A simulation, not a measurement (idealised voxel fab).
process module | voxel tone inversion
cross-section cut | 295 nm wide | cells 5 nm
A cross-section is a grid of square cells, given in bands from the top down. A band is one or more rows of cells.
Each band's line starts with the height of the band's top and of its bottom, in nm. Then come its materials from left to right, each with its width in nm. One material with "throughout" fills the band from edge to edge. "air" is empty space.
Height 0 is the level under which the wafer as received is all one material. The lowest band goes on downwards, as in "0 down".
A width such as "30 to 40" changes by the same amount from each row of cells to the next, from the band's top row to its bottom row.
"no change" after a step means that no cell of the cross-section changed.
closed voids: empty space of 8 cells or more with no open way to the top, each as width x height at its distance from the left edge, in nm
after a step's settings: what the simulator itself notes on the step
overlay nm, on a step with a mask: how far to the right of its planned place the mask lay; to the left if negative
plan
1 op RECEIVE | material Si
2 op CONFORMAL_DEP | material SiCN | thk nm 10
3 op DIRECTIONAL_DEP | material polySi | thk nm 25
4 op PATTERN | tone cover | mask id POSTS | material resist | width nm 25 | pitch nm 45 | thk nm 35 | overlay nm -15
5 op DIRECTIONAL_ETCH | etch materials polySi | depth nm 25
6 op STRIP | etch materials resist
7 op FILL_DEP | material lowk | thk nm 5
8 op CMP | height nm 35
9 op STRIP | etch materials polySi
10 op CONFORMAL_DEP | material TiN | thk nm 5
11 op FILL_DEP | material Cu | thk nm 5
12 op CMP | height nm 35
13 op CONFORMAL_DEP | material SiCN | thk nm 5
varied across the wafers: overlay nm of step 4. The plan shows the first wafer's value. All wafers start alike
first wafer as received, after step 1
  0 down: Si throughout
  closed voids: none
each wafer at the end: cells of each material gained (+) or lost (-) since it was received, then its closed voids
overlay nm -15 | +48 Cu | +177 SiCN | +52 TiN | +195 lowk | closed voids: none
overlay nm -10 | +48 Cu | +177 SiCN | +52 TiN | +195 lowk | closed voids: none
overlay nm -5 | +48 Cu | +177 SiCN | +52 TiN | +195 lowk | closed voids: none
overlay nm 0 | +48 Cu | +177 SiCN | +52 TiN | +195 lowk | closed voids: none
overlay nm 5 | +48 Cu | +177 SiCN | +52 TiN | +195 lowk | closed voids: none
overlay nm 10 | +48 Cu | +177 SiCN | +52 TiN | +195 lowk | closed voids: none
overlay nm 15 | +48 Cu | +177 SiCN | +52 TiN | +195 lowk | closed voids: none
